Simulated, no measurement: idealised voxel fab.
process module | voxel capacitor over wiring
Cross-section cut: width 280 nm, square cells of 5 nm.
Heads up, the way a cross-section reads in here is a grid of square cells, handed over as bands from the top down, with every band being one or more rows of cells.
Read a band's entry like this: the first values are the height of its top and the height of its bottom in nm, and what follows is the sequence of materials from left to right, each with its width in nm. Note that "air" is empty space, and that a single material marked "everywhere" reaches across the band from edge to edge.
Ref level 0: as-received wafer is one material below here. Bottom band extends down with no lower bound ("top 0, no bottom").
The width entry "30->40" should be interpreted row by row: the top row of cells in the band takes the first number, the bottom row takes the second number, and the change between adjacent rows is uniform throughout.
"changes: none" after a step means that no cell of the cross-section changed.
Empty spaces without an open route to the top, at least 8 cells in extent, make up the entry "Closed void listing"; each is given as width x height at distance, where the distance is measured from the left edge, and all are in nm.
On each step's line, the part that comes after the settings is the simulator's own comment on the step.
If you see "overlay nm" on a step's line and that step has a mask, it's telling you how far right of where it was planned the mask ended up; a negative number means it went left instead.
The remainder of this document consists of a sequence of paired cross-sections. Each pair presents the cross-section prior to one process step together with the cross-section following it, the latter being rendered only as deep as the lowest band that underwent change. The intervening step, together with its settings, is stated beneath each pair. Because the pairs may originate from different runs of this module on the same starting wafer, a given pair is to be read as continuing from the preceding pair only where its entry headed "Before this step" so indicates.

**Before this step**
    top 85, bottom 80  SiO2: 95  TiN: 25  SiO2: 160
    top 80, bottom 75  SiO2: 95  SiN: 25  SiO2: 160
    top 75, bottom 70  SiO2: 90  TiN: 65  SiO2: 125
    top 70, bottom 65  SiO2: 85  Ru: 35  SiN: 35  SiO2: 125
    top 65, bottom 60  SiO2: 85  Ru: 35  TiN: 40  SiO2: 120
    top 60, bottom 40  SiO2: 95  Ru: 15  SiO2: 170
    top 40, bottom 35  SiCN: 95  Ru: 15  SiCN: 170
    top 35, bottom 15  lowk: 90  W: 20  lowk: 55  W: 20  lowk: 95
    top 15, bottom 10  lowk: 90  TiN: 20  lowk: 55  TiN: 20  lowk: 95
    top 10, bottom 0  SiO2 everywhere
    top 0, no bottom  Si everywhere
    Closed void listing: none

**Section After Processing**
    top 90, bottom 85  TiN everywhere
    Lower than 85, everything is as it was.
    Closed void listing: none
The step carried out between the cross-section before it and the cross-section after it, both shown above, is CONFORMAL_DEP | material TiN | thk nm 5

Before this step: It is represented by the cross-section appearing after the step of the pair directly above.

**Section After Processing**
    top 95, bottom 90  Cu everywhere
    Lower than 90, everything is as it was.
    Closed void listing: none
The step carried out between the cross-section before it and the cross-section after it, both shown above, is FILL_DEP | material Cu | thk nm 5

Before this step: It is represented by the cross-section appearing after the step of the pair directly above.

**Section After Processing**
    top 85, bottom 80  SiO2: 95  TiN: 25  SiO2: 160
    Lower than 80, everything is as it was.
    Closed void listing: none
The step carried out between the cross-section before it and the cross-section after it, both shown above, is CMP | height nm 85

Before this step: It is represented by the cross-section appearing after the step of the pair directly above.

**Section After Processing**
    top 90, bottom 85  SiCN everywhere
    Lower than 85, everything is as it was.
    Closed void listing: none
The step carried out between the cross-section before it and the cross-section after it, both shown above, is CONFORMAL_DEP | material SiCN | thk nm 5

**Before this step**
    top 35, bottom 15  lowk: 90  W: 20  lowk: 55  W: 20  lowk: 95
    top 15, bottom 10  lowk: 90  TiN: 20  lowk: 55  TiN: 20  lowk: 95
    top 10, bottom 0  SiO2 everywhere
    top 0, no bottom  Si everywhere
    Closed void listing: none

**Section After Processing**
    top 55, bottom 35  SiO2 everywhere
    Lower than 35, everything is as it was.
    Closed void listing: none
The step carried out between the cross-section before it and the cross-section after it, both shown above, is DIRECTIONAL_DEP | material SiO2 | thk nm 20

Before this step: It is represented by the cross-section appearing after the step of the pair directly above.

**Section After Processing**
    top 60, bottom 55  SiCN everywhere
    Lower than 55, everything is as it was.
    Closed void listing: none
The step carried out between the cross-section before it and the cross-section after it, both shown above, is CONFORMAL_DEP | material SiCN | thk nm 5

Before this step: It is represented by the cross-section appearing after the step of the pair directly above.

**Section After Processing**
    top 75, bottom 60  aC everywhere
    Lower than 60, everything is as it was.
    Closed void listing: none
The step carried out between the cross-section before it and the cross-section after it, both shown above, is DIRECTIONAL_DEP | material aC | thk nm 15

Before this step: It is represented by the cross-section appearing after the step of the pair directly above.

**Section After Processing**
    top 110, bottom 75  resist: 95  air: 15  resist: 170
    Lower than 75, everything is as it was.
    Closed void listing: none
The step carried out between the cross-section before it and the cross-section after it, both shown above, is PATTERN | tone open | mask id PLUG_1 | material resist | width nm 15 | thk nm 35 | overlay nm 0

Before this step: It is represented by the cross-section appearing after the step of the pair directly above.

**Section After Processing**
    top 95, bottom 75  resist: 95  air: 15  resist: 170
    top 75, bottom 60  aC: 95  air: 15  aC: 170
    Lower than 60, everything is as it was.
    Closed void listing: none
The step carried out between the cross-section before it and the cross-section after it, both shown above, is DIRECTIONAL_ETCH | etch materials aC | depth nm 15

Before this step: It is represented by the cross-section appearing after the step of the pair directly above.

**Section After Processing**
    top 75, bottom 60  aC: 95  air: 15  aC: 170
    Lower than 60, everything is as it was.
    Closed void listing: none
The step carried out between the cross-section before it and the cross-section after it, both shown above, is STRIP | etch materials resist

Before this step: It is represented by the cross-section appearing after the step of the pair directly above.

**Section After Processing**
    top 75, bottom 60  aC: 95  air: 15  aC: 170
    top 60, bottom 55  SiCN: 95  air: 15  SiCN: 170
    Lower than 55, everything is as it was.
    Closed void listing: none
The step carried out between the cross-section before it and the cross-section after it, both shown above, is DIRECTIONAL_ETCH | etch materials SiCN | depth nm 5

Before this step: It is represented by the cross-section appearing after the step of the pair directly above.

**Section After Processing**
    top 60, bottom 55  SiCN: 95  air: 15  SiCN: 170
    Lower than 55, everything is as it was.
    Closed void listing: none
The step carried out between the cross-section before it and the cross-section after it, both shown above, is STRIP | etch materials aC

Before this step: It is represented by the cross-section appearing after the step of the pair directly above.

**Section After Processing**
    top 65, bottom 60  TiN: 95  air: 15  TiN: 170
    top 60, bottom 55  SiCN: 95  TiN: 15  SiCN: 170
    Lower than 55, everything is as it was.
    Closed void listing: none
The step carried out between the cross-section before it and the cross-section after it, both shown above, is DIRECTIONAL_DEP | material TiN | thk nm 5

Before this step: It is represented by the cross-section appearing after the step of the pair directly above.

**Section After Processing**
    top 70, bottom 65  SiN: 95  air: 15  SiN: 170
    top 65, bottom 60  TiN: 95  SiN: 15  TiN: 170
    Lower than 60, everything is as it was.
    Closed void listing: none
The step carried out between the cross-section before it and the cross-section after it, both shown above, is DIRECTIONAL_DEP | material SiN | thk nm 5

Before this step: It is represented by the cross-section appearing after the step of the pair directly above.

**Section After Processing**
    top 75, bottom 70  TiN: 95  air: 15  TiN: 170
    top 70, bottom 65  SiN: 95  TiN: 15  SiN: 170
    Lower than 65, everything is as it was.
    Closed void listing: none
The step carried out between the cross-section before it and the cross-section after it, both shown above, is DIRECTIONAL_DEP | material TiN | thk nm 5

Before this step: It is represented by the cross-section appearing after the step of the pair directly above.

**Section After Processing**
    top 95, bottom 75  air: 95  resist: 60  air: 125
    top 75, bottom 70  TiN: 95  resist: 15  TiN: 170
    Lower than 70, everything is as it was.
    Closed void listing: none
The step carried out between the cross-section before it and the cross-section after it, both shown above, is PATTERN | tone cover | mask id UPPER_PLATE | material resist | width nm 60 | thk nm 20 | overlay nm 0

Before this step: It is represented by the cross-section appearing after the step of the pair directly above.

**Section After Processing**
    top 95, bottom 75  air: 95  resist: 60  air: 125
    top 75, bottom 70  air: 95  resist: 15  TiN: 45  air: 125
    Lower than 70, everything is as it was.
    Closed void listing: none
The step carried out between the cross-section before it and the cross-section after it, both shown above, is DIRECTIONAL_ETCH | etch materials TiN | depth nm 5

Before this step: It is represented by the cross-section appearing after the step of the pair directly above.

**Section After Processing**
    top 95, bottom 75  air: 95  resist: 60  air: 125
    top 75, bottom 70  air: 95  resist: 15  TiN: 45  air: 125
    top 70, bottom 65  air: 95  TiN: 15  SiN: 45  air: 125
    Lower than 65, everything is as it was.
    Closed void listing: none
The step carried out between the cross-section before it and the cross-section after it, both shown above, is DIRECTIONAL_ETCH | etch materials SiN | depth nm 5

Before this step: It is represented by the cross-section appearing after the step of the pair directly above.

**Section After Processing**
    top 75, bottom 70  air: 110  TiN: 45  air: 125
    Lower than 70, everything is as it was.
    Closed void listing: none
The step carried out between the cross-section before it and the cross-section after it, both shown above, is STRIP | etch materials resist

Before this step: It is represented by the cross-section appearing after the step of the pair directly above.

**Section After Processing**
    top 75, bottom 70  air: 110  TiN: 45  air: 125
    top 70, bottom 65  air: 95  TiN: 15  SiN: 45  air: 125
    top 65, bottom 60  air: 90  TiN: 5  SiN: 15  TiN: 50  air: 120
    Lower than 60, everything is as it was.
    Closed void listing: none
The step carried out between the cross-section before it and the cross-section after it, both shown above, is MASKED_ETCH | tone cover | mask id LOWER_PLATE | width nm 70 | etch materials TiN | depth nm 5 | overlay nm 0

Before this step: It is represented by the cross-section appearing after the step of the pair directly above.

**Section After Processing**
    top 90, bottom 75  SiO2 everywhere
    top 75, bottom 70  SiO2: 110  TiN: 45  SiO2: 125
    top 70, bottom 65  SiO2: 95  TiN: 15  SiN: 45  SiO2: 125
    top 65, bottom 60  SiO2: 90  TiN: 5  SiN: 15  TiN: 50  SiO2: 120
    Lower than 60, everything is as it was.
    Closed void listing: none
The step carried out between the cross-section before it and the cross-section after it, both shown above, is FILL_DEP | material SiO2 | thk nm 15

Before this step: It is represented by the cross-section appearing after the step of the pair directly above.

**Section After Processing**
    top 85, bottom 75  SiO2 everywhere
    Lower than 75, everything is as it was.
    Closed void listing: none
The step carried out between the cross-section before it and the cross-section after it, both shown above, is CMP | height nm 85

Before this step: It is represented by the cross-section appearing after the step of the pair directly above.

**Section After Processing**
    top 85, bottom 75  SiO2: 105  air: 15  SiO2: 160
    Lower than 75, everything is as it was.
    Closed void listing: none
The step carried out between the cross-section before it and the cross-section after it, both shown above, is MASKED_ETCH | tone open | mask id PLUG_2 | width nm 15 | etch materials SiO2 | depth nm 10 | overlay nm 0

Before this step: It is represented by the cross-section appearing after the step of the pair directly above.

**Section After Processing**
    top 90, bottom 85  TiN: 110  air: 5  TiN: 165
    top 85, bottom 80  SiO2: 105  TiN: 5  air: 5  TiN: 5  SiO2: 160
    top 80, bottom 70  SiO2: 105->110  TiN: 15->45  SiO2: 160->125
    Lower than 70, everything is as it was.
    Closed void listing: none
The step carried out between the cross-section before it and the cross-section after it, both shown above, is CONFORMAL_DEP | material TiN | thk nm 5

Before this step: It is represented by the cross-section appearing after the step of the pair directly above.

**Section After Processing**
    top 95, bottom 90  Cu everywhere
    top 90, bottom 85  TiN: 110  Cu: 5  TiN: 165
    top 85, bottom 80  SiO2: 105  TiN: 5  Cu: 5  TiN: 5  SiO2: 160
    Lower than 80, everything is as it was.
    Closed void listing: none
The step carried out between the cross-section before it and the cross-section after it, both shown above, is FILL_DEP | material Cu | thk nm 5

Before this step: It is represented by the cross-section appearing after the step of the pair directly above.

**Section After Processing**
    top 85, bottom 80  SiO2: 105  TiN: 5  Cu: 5  TiN: 5  SiO2: 160
    Lower than 80, everything is as it was.
    Closed void listing: none
The step carried out between the cross-section before it and the cross-section after it, both shown above, is CMP | height nm 85

Before this step: It is represented by the cross-section appearing after the step of the pair directly above.

**Section After Processing**
    top 90, bottom 85  SiCN everywhere
    Lower than 85, everything is as it was.
    Closed void listing: none
The step carried out between the cross-section before it and the cross-section after it, both shown above, is CONFORMAL_DEP | material SiCN | thk nm 5

**Before this step**
    top 70, bottom 65  SiN everywhere
    top 65, bottom 60  TiN everywhere
    top 60, bottom 40  SiO2: 95  Ru: 15  SiO2: 170
    top 40, bottom 35  SiCN: 95  Ru: 15  SiCN: 170
    top 35, bottom 15  lowk: 90  W: 20  lowk: 55  W: 20  lowk: 95
    top 15, bottom 10  lowk: 90  TiN: 20  lowk: 55  TiN: 20  lowk: 95
    top 10, bottom 0  SiO2 everywhere
    top 0, no bottom  Si everywhere
    Closed void listing: none

**Section After Processing**
    top 85, bottom 70  TiN everywhere
    Lower than 70, everything is as it was.
    Closed void listing: none
The step carried out between the cross-section before it and the cross-section after it, both shown above, is DIRECTIONAL_DEP | material TiN | thk nm 15

Before this step: It is represented by the cross-section appearing after the step of the pair directly above.

**Section After Processing**
    top 105, bottom 85  air: 95  resist: 60  air: 125
    Lower than 85, everything is as it was.
    Closed void listing: none
The step carried out between the cross-section before it and the cross-section after it, both shown above, is PATTERN | tone cover | mask id UPPER_PLATE | material resist | width nm 60 | thk nm 20 | overlay nm 0

Before this step: It is represented by the cross-section appearing after the step of the pair directly above.

**Section After Processing**
    top 105, bottom 85  air: 95  resist: 60  air: 125
    top 85, bottom 80  air: 95  TiN: 60  air: 125
    Lower than 80, everything is as it was.
    Closed void listing: none
The step carried out between the cross-section before it and the cross-section after it, both shown above, is DIRECTIONAL_ETCH | etch materials TiN | depth nm 5

Before this step: It is represented by the cross-section appearing after the step of the pair directly above.

**Section After Processing**
    top 85, bottom 80  air: 95  TiN: 60  air: 125
    Lower than 80, everything is as it was.
    Closed void listing: none
The step carried out between the cross-section before it and the cross-section after it, both shown above, is STRIP | etch materials resist

Before this step: It is represented by the cross-section appearing after the step of the pair directly above.

**Section After Processing**
    top 85, bottom 75  air: 95->90  TiN: 60->70  air: 125->120
    Lower than 75, everything is as it was.
    Closed void listing: none
The step carried out between the cross-section before it and the cross-section after it, both shown above, is MASKED_ETCH | tone cover | mask id LOWER_PLATE | width nm 70 | etch materials TiN | depth nm 5 | overlay nm 0

Before this step: It is represented by the cross-section appearing after the step of the pair directly above.

**Section After Processing**
    top 100, bottom 85  SiO2 everywhere
    top 85, bottom 75  SiO2: 95->90  TiN: 60->70  SiO2: 125->120
    Lower than 75, everything is as it was.
    Closed void listing: none
The step carried out between the cross-section before it and the cross-section after it, both shown above, is FILL_DEP | material SiO2 | thk nm 15

Before this step: It is represented by the cross-section appearing after the step of the pair directly above.

**Section After Processing**
    top 85, bottom 75  SiO2: 95->90  TiN: 60->70  SiO2: 125->120
    Lower than 75, everything is as it was.
    Closed void listing: none
The step carried out between the cross-section before it and the cross-section after it, both shown above, is CMP | height nm 85

Before this step: It is represented by the cross-section appearing after the step of the pair directly above.

**Section After Processing**
    top 90, bottom 85  TiN everywhere
    Lower than 85, everything is as it was.
    Closed void listing: none
The step carried out between the cross-section before it and the cross-section after it, both shown above, is CONFORMAL_DEP | material TiN | thk nm 5

Before this step: It is represented by the cross-section appearing after the step of the pair directly above.

**Section After Processing**
    top 95, bottom 90  Cu everywhere
    Lower than 90, everything is as it was.
    Closed void listing: none
The step carried out between the cross-section before it and the cross-section after it, both shown above, is FILL_DEP | material Cu | thk nm 5

Before this step: It is represented by the cross-section appearing after the step of the pair directly above.

**Section After Processing**
    top 85, bottom 75  SiO2: 95->90  TiN: 60->70  SiO2: 125->120
    Lower than 75, everything is as it was.
    Closed void listing: none
The step carried out between the cross-section before it and the cross-section after it, both shown above, is CMP | height nm 85

Before this step: It is represented by the cross-section appearing after the step of the pair directly above.

**Section After Processing**
    top 90, bottom 85  SiCN everywhere
    Lower than 85, everything is as it was.
    Closed void listing: none
The step carried out between the cross-section before it and the cross-section after it, both shown above, is CONFORMAL_DEP | material SiCN | thk nm 5

**Before this step**
    top 75, bottom 60  aC everywhere
    top 60, bottom 40  SiO2 everywhere
    top 40, bottom 35  SiCN everywhere
    top 35, bottom 15  lowk: 90  W: 20  lowk: 55  W: 20  lowk: 95
    top 15, bottom 10  lowk: 90  TiN: 20  lowk: 55  TiN: 20  lowk: 95
    top 10, bottom 0  SiO2 everywhere
    top 0, no bottom  Si everywhere
    Closed void listing: none

**Section After Processing**
    top 110, bottom 75  resist: 95  air: 20  resist: 165
    Lower than 75, everything is as it was.
    Closed void listing: none
The step carried out between the cross-section before it and the cross-section after it, both shown above, is PATTERN | tone open | mask id PLUG_1 | material resist | width nm 20 | thk nm 35 | overlay nm 0

Before this step: It is represented by the cross-section appearing after the step of the pair directly above.

**Section After Processing**
    top 95, bottom 75  resist: 95  air: 20  resist: 165
    top 75, bottom 60  aC: 95  air: 20  aC: 165
    Lower than 60, everything is as it was.
    Closed void listing: none
The step carried out between the cross-section before it and the cross-section after it, both shown above, is DIRECTIONAL_ETCH | etch materials aC | depth nm 15

Before this step: It is represented by the cross-section appearing after the step of the pair directly above.

**Section After Processing**
    top 75, bottom 60  aC: 95  air: 20  aC: 165
    Lower than 60, everything is as it was.
    Closed void listing: none
The step carried out between the cross-section before it and the cross-section after it, both shown above, is STRIP | etch materials resist

Before this step: It is represented by the cross-section appearing after the step of the pair directly above.

**Section After Processing**
    top 75, bottom 60  aC: 95  air: 20  aC: 165
    top 60, bottom 40  SiO2: 95  air: 20  SiO2: 165
    Lower than 40, everything is as it was.
    Closed void listing: none
The step carried out between the cross-section before it and the cross-section after it, both shown above, is DIRECTIONAL_ETCH | etch materials SiO2 | depth nm 20

Before this step: It is represented by the cross-section appearing after the step of the pair directly above.

**Section After Processing**
    top 75, bottom 60  aC: 95  air: 20  aC: 165
    top 60, bottom 40  SiO2: 95  air: 20  SiO2: 165
    top 40, bottom 35  SiCN: 95  air: 20  SiCN: 165
    Lower than 35, everything is as it was.
    Closed void listing: none
The step carried out between the cross-section before it and the cross-section after it, both shown above, is DIRECTIONAL_ETCH | etch materials SiCN | depth nm 5

Before this step: It is represented by the cross-section appearing after the step of the pair directly above.

**Section After Processing**
    top 60, bottom 40  SiO2: 95  air: 20  SiO2: 165
    Lower than 40, everything is as it was.
    Closed void listing: none
The step carried out between the cross-section before it and the cross-section after it, both shown above, is STRIP | etch materials aC

Before this step: It is represented by the cross-section appearing after the step of the pair directly above.

**Section After Processing**
    top 60, bottom 45  SiO2: 95  air: 20  SiO2: 165
    top 45, bottom 40  SiO2: 95  Ru: 20  SiO2: 165
    top 40, bottom 35  SiCN: 95  Ru: 20  SiCN: 165
    Lower than 35, everything is as it was.
    Closed void listing: none
The step carried out between the cross-section before it and the cross-section after it, both shown above, is EPI | material Ru | thk nm 10

Before this step: It is represented by the cross-section appearing after the step of the pair directly above.

**Section After Processing**
    top 60, bottom 55  SiO2: 95  air: 20  SiO2: 165
    top 55, bottom 40  SiO2: 95  Ru: 20  SiO2: 165
    Lower than 40, everything is as it was.
    Closed void listing: none
The step carried out between the cross-section before it and the cross-section after it, both shown above, is EPI | material Ru | thk nm 10

Before this step: It is represented by the cross-section appearing after the step of the pair directly above.

**Section After Processing**
    top 60, bottom 40  SiO2: 95  Ru: 20  SiO2: 165
    Lower than 40, everything is as it was.
    Closed void listing: none
The step carried out between the cross-section before it and the cross-section after it, both shown above, is EPI | material Ru | thk nm 5

Before this step: It is represented by the cross-section appearing after the step of the pair directly above.

**Section After Processing**
    top 65, bottom 60  TiN everywhere
    Lower than 60, everything is as it was.
    Closed void listing: none
The step carried out between the cross-section before it and the cross-section after it, both shown above, is DIRECTIONAL_DEP | material TiN | thk nm 5

Before this step: It is represented by the cross-section appearing after the step of the pair directly above.

**Section After Processing**
    top 70, bottom 65  SiN everywhere
    Lower than 65, everything is as it was.
    Closed void listing: none
The step carried out between the cross-section before it and the cross-section after it, both shown above, is DIRECTIONAL_DEP | material SiN | thk nm 5

Before this step: It is represented by the cross-section appearing after the step of the pair directly above.

**Section After Processing**
    top 75, bottom 70  TiN everywhere
    Lower than 70, everything is as it was.
    Closed void listing: none
The step carried out between the cross-section before it and the cross-section after it, both shown above, is DIRECTIONAL_DEP | material TiN | thk nm 5

Before this step: It is represented by the cross-section appearing after the step of the pair directly above.

**Section After Processing**
    top 95, bottom 75  air: 95  resist: 60  air: 125
    Lower than 75, everything is as it was.
    Closed void listing: none
The step carried out between the cross-section before it and the cross-section after it, both shown above, is PATTERN | tone cover | mask id UPPER_PLATE | material resist | width nm 60 | thk nm 20 | overlay nm 0

Before this step: It is represented by the cross-section appearing after the step of the pair directly above.

**Section After Processing**
    top 95, bottom 75  air: 95  resist: 60  air: 125
    top 75, bottom 70  air: 95  TiN: 60  air: 125
    Lower than 70, everything is as it was.
    Closed void listing: none
The step carried out between the cross-section before it and the cross-section after it, both shown above, is DIRECTIONAL_ETCH | etch materials TiN | depth nm 5

Before this step: It is represented by the cross-section appearing after the step of the pair directly above.

**Section After Processing**
    top 95, bottom 75  air: 95  resist: 60  air: 125
    top 75, bottom 70  air: 95  TiN: 60  air: 125
    top 70, bottom 65  air: 95  SiN: 60  air: 125
    Lower than 65, everything is as it was.
    Closed void listing: none
The step carried out between the cross-section before it and the cross-section after it, both shown above, is DIRECTIONAL_ETCH | etch materials SiN | depth nm 5

Before this step: It is represented by the cross-section appearing after the step of the pair directly above.

**Section After Processing**
    top 75, bottom 70  air: 95  TiN: 60  air: 125
    Lower than 70, everything is as it was.
    Closed void listing: none
The step carried out between the cross-section before it and the cross-section after it, both shown above, is STRIP | etch materials resist

Before this step: It is represented by the cross-section appearing after the step of the pair directly above.

**Section After Processing**
    top 75, bottom 70  air: 95  TiN: 60  air: 125
    top 70, bottom 65  air: 95  SiN: 60  air: 125
    top 65, bottom 60  air: 90  TiN: 70  air: 120
    Lower than 60, everything is as it was.
    Closed void listing: none
The step carried out between the cross-section before it and the cross-section after it, both shown above, is MASKED_ETCH | tone cover | mask id LOWER_PLATE | width nm 70 | etch materials TiN | depth nm 5 | overlay nm 0

Before this step: It is represented by the cross-section appearing after the step of the pair directly above.

**Section After Processing**
    top 90, bottom 75  SiO2 everywhere
    top 75, bottom 70  SiO2: 95  TiN: 60  SiO2: 125
    top 70, bottom 65  SiO2: 95  SiN: 60  SiO2: 125
    top 65, bottom 60  SiO2: 90  TiN: 70  SiO2: 120
    Lower than 60, everything is as it was.
    Closed void listing: none
The step carried out between the cross-section before it and the cross-section after it, both shown above, is FILL_DEP | material SiO2 | thk nm 15

Before this step: It is represented by the cross-section appearing after the step of the pair directly above.

**Section After Processing**
    top 85, bottom 75  SiO2 everywhere
    Lower than 75, everything is as it was.
    Closed void listing: none
The step carried out between the cross-section before it and the cross-section after it, both shown above, is CMP | height nm 85

Before this step: It is represented by the cross-section appearing after the step of the pair directly above.

**Section After Processing**
    top 85, bottom 75  SiO2: 105  air: 15  SiO2: 160
    Lower than 75, everything is as it was.
    Closed void listing: none
The step carried out between the cross-section before it and the cross-section after it, both shown above, is MASKED_ETCH | tone open | mask id PLUG_2 | width nm 15 | etch materials SiO2 | depth nm 10 | overlay nm 0

Before this step: It is represented by the cross-section appearing after the step of the pair directly above.

**Section After Processing**
    top 90, bottom 85  TiN: 110  air: 5  TiN: 165
    top 85, bottom 80  SiO2: 105  TiN: 5  air: 5  TiN: 5  SiO2: 160
    top 80, bottom 70  SiO2: 105->95  TiN: 15->60  SiO2: 160->125
    Lower than 70, everything is as it was.
    Closed void listing: none
The step carried out between the cross-section before it and the cross-section after it, both shown above, is CONFORMAL_DEP | material TiN | thk nm 5

Before this step: It is represented by the cross-section appearing after the step of the pair directly above.

**Section After Processing**
    top 95, bottom 90  Cu everywhere
    top 90, bottom 85  TiN: 110  Cu: 5  TiN: 165
    top 85, bottom 80  SiO2: 105  TiN: 5  Cu: 5  TiN: 5  SiO2: 160
    Lower than 80, everything is as it was.
    Closed void listing: none
The step carried out between the cross-section before it and the cross-section after it, both shown above, is FILL_DEP | material Cu | thk nm 5

Before this step: It is represented by the cross-section appearing after the step of the pair directly above.

**Section After Processing**
    top 85, bottom 80  SiO2: 105  TiN: 5  Cu: 5  TiN: 5  SiO2: 160
    Lower than 80, everything is as it was.
    Closed void listing: none
The step carried out between the cross-section before it and the cross-section after it, both shown above, is CMP | height nm 85

Before this step: It is represented by the cross-section appearing after the step of the pair directly above.

**Section After Processing**
    top 90, bottom 85  SiCN everywhere
    Lower than 85, everything is as it was.
    Closed void listing: none
The step carried out between the cross-section before it and the cross-section after it, both shown above, is CONFORMAL_DEP | material SiCN | thk nm 5

**Before this step**
    top 75, bottom 70  TiN everywhere
    top 70, bottom 65  SiN everywhere
    top 65, bottom 60  TiN everywhere
    top 60, bottom 40  SiO2: 95  Ru: 15  SiO2: 170
    top 40, bottom 35  SiCN: 95  Ru: 15  SiCN: 170
    top 35, bottom 15  lowk: 90  W: 20  lowk: 55  W: 20  lowk: 95
    top 15, bottom 10  lowk: 90  TiN: 20  lowk: 55  TiN: 20  lowk: 95
    top 10, bottom 0  SiO2 everywhere
    top 0, no bottom  Si everywhere
    Closed void listing: none

**Section After Processing**
    top 95, bottom 75  air: 85  resist: 60  air: 135
    Lower than 75, everything is as it was.
    Closed void listing: none
The step carried out between the cross-section before it and the cross-section after it, both shown above, is PATTERN | tone cover | mask id UPPER_PLATE | material resist | width nm 60 | thk nm 20 | overlay nm -10

Before this step: It is represented by the cross-section appearing after the step of the pair directly above.

**Section After Processing**
    top 95, bottom 75  air: 85  resist: 60  air: 135
    top 75, bottom 70  air: 85  TiN: 60  air: 135
    Lower than 70, everything is as it was.
    Closed void listing: none
The step carried out between the cross-section before it and the cross-section after it, both shown above, is DIRECTIONAL_ETCH | etch materials TiN | depth nm 5

Before this step: It is represented by the cross-section appearing after the step of the pair directly above.

**Section After Processing**
    top 95, bottom 75  air: 85  resist: 60  air: 135
    top 75, bottom 70  air: 85  TiN: 60  air: 135
    top 70, bottom 65  air: 85  SiN: 60  air: 135
    Lower than 65, everything is as it was.
    Closed void listing: none
The step carried out between the cross-section before it and the cross-section after it, both shown above, is DIRECTIONAL_ETCH | etch materials SiN | depth nm 5

Before this step: It is represented by the cross-section appearing after the step of the pair directly above.

**Section After Processing**
    top 75, bottom 70  air: 85  TiN: 60  air: 135
    Lower than 70, everything is as it was.
    Closed void listing: none
The step carried out between the cross-section before it and the cross-section after it, both shown above, is STRIP | etch materials resist

Before this step: It is represented by the cross-section appearing after the step of the pair directly above.

**Section After Processing**
    top 75, bottom 70  air: 90  TiN: 55  air: 135
    top 70, bottom 65  air: 85  SiN: 60  air: 135
    top 65, bottom 60  air: 85  TiN: 75  air: 120
    Lower than 60, everything is as it was.
    Closed void listing: none
The step carried out between the cross-section before it and the cross-section after it, both shown above, is MASKED_ETCH | tone cover | mask id LOWER_PLATE | width nm 70 | etch materials TiN | depth nm 5 | overlay nm 0

Before this step: It is represented by the cross-section appearing after the step of the pair directly above.

**Section After Processing**
    top 90, bottom 75  SiO2 everywhere
    top 75, bottom 70  SiO2: 90  TiN: 55  SiO2: 135
    top 70, bottom 65  SiO2: 85  SiN: 60  SiO2: 135
    top 65, bottom 60  SiO2: 85  TiN: 75  SiO2: 120
    Lower than 60, everything is as it was.
    Closed void listing: none
The step carried out between the cross-section before it and the cross-section after it, both shown above, is FILL_DEP | material SiO2 | thk nm 15

Before this step: It is represented by the cross-section appearing after the step of the pair directly above.

**Section After Processing**
    top 85, bottom 75  SiO2 everywhere
    Lower than 75, everything is as it was.
    Closed void listing: none
The step carried out between the cross-section before it and the cross-section after it, both shown above, is CMP | height nm 85

Before this step: It is represented by the cross-section appearing after the step of the pair directly above.

**Section After Processing**
    top 85, bottom 75  SiO2: 105  air: 15  SiO2: 160
    Lower than 75, everything is as it was.
    Closed void listing: none
The step carried out between the cross-section before it and the cross-section after it, both shown above, is MASKED_ETCH | tone open | mask id PLUG_2 | width nm 15 | etch materials SiO2 | depth nm 10 | overlay nm 0

Before this step: It is represented by the cross-section appearing after the step of the pair directly above.

**Section After Processing**
    top 90, bottom 85  TiN: 110  air: 5  TiN: 165
    top 85, bottom 80  SiO2: 105  TiN: 5  air: 5  TiN: 5  SiO2: 160
    top 80, bottom 70  SiO2: 105->90  TiN: 15->55  SiO2: 160->135
    Lower than 70, everything is as it was.
    Closed void listing: none
The step carried out between the cross-section before it and the cross-section after it, both shown above, is CONFORMAL_DEP | material TiN | thk nm 5

Before this step: It is represented by the cross-section appearing after the step of the pair directly above.

**Section After Processing**
    top 95, bottom 90  Cu everywhere
    top 90, bottom 85  TiN: 110  Cu: 5  TiN: 165
    top 85, bottom 80  SiO2: 105  TiN: 5  Cu: 5  TiN: 5  SiO2: 160
    Lower than 80, everything is as it was.
    Closed void listing: none
The step carried out between the cross-section before it and the cross-section after it, both shown above, is FILL_DEP | material Cu | thk nm 5

Before this step: It is represented by the cross-section appearing after the step of the pair directly above.

**Section After Processing**
    top 85, bottom 80  SiO2: 105  TiN: 5  Cu: 5  TiN: 5  SiO2: 160
    Lower than 80, everything is as it was.
    Closed void listing: none
The step carried out between the cross-section before it and the cross-section after it, both shown above, is CMP | height nm 85

Before this step: It is represented by the cross-section appearing after the step of the pair directly above.

**Section After Processing**
    top 90, bottom 85  SiCN everywhere
    Lower than 85, everything is as it was.
    Closed void listing: none
The step carried out between the cross-section before it and the cross-section after it, both shown above, is CONFORMAL_DEP | material SiCN | thk nm 5

**Before this step**
    top 65, bottom 60  TiN everywhere
    top 60, bottom 40  SiO2: 95  Ru: 15  SiO2: 170
    top 40, bottom 35  SiCN: 95  Ru: 15  SiCN: 170
    top 35, bottom 15  lowk: 90  W: 20  lowk: 55  W: 20  lowk: 95
    top 15, bottom 10  lowk: 90  TiN: 20  lowk: 55  TiN: 20  lowk: 95
    top 10, bottom 0  SiO2 everywhere
    top 0, no bottom  Si everywhere
    Closed void listing: none

**Section After Processing**
    top 70, bottom 65  lowk everywhere
    Lower than 65, everything is as it was.
    Closed void listing: none
The step carried out between the cross-section before it and the cross-section after it, both shown above, is DIRECTIONAL_DEP | material lowk | thk nm 5

Before this step: It is represented by the cross-section appearing after the step of the pair directly above.

**Section After Processing**
    top 75, bottom 70  TiN everywhere
    Lower than 70, everything is as it was.
    Closed void listing: none
The step carried out between the cross-section before it and the cross-section after it, both shown above, is DIRECTIONAL_DEP | material TiN | thk nm 5

Before this step: It is represented by the cross-section appearing after the step of the pair directly above.

**Section After Processing**
    top 95, bottom 75  air: 95  resist: 60  air: 125
    Lower than 75, everything is as it was.
    Closed void listing: none
The step carried out between the cross-section before it and the cross-section after it, both shown above, is PATTERN | tone cover | mask id UPPER_PLATE | material resist | width nm 60 | thk nm 20 | overlay nm 0

Before this step: It is represented by the cross-section appearing after the step of the pair directly above.

**Section After Processing**
    top 95, bottom 75  air: 95  resist: 60  air: 125
    top 75, bottom 70  air: 95  TiN: 60  air: 125
    Lower than 70, everything is as it was.
    Closed void listing: none
The step carried out between the cross-section before it and the cross-section after it, both shown above, is DIRECTIONAL_ETCH | etch materials TiN | depth nm 5
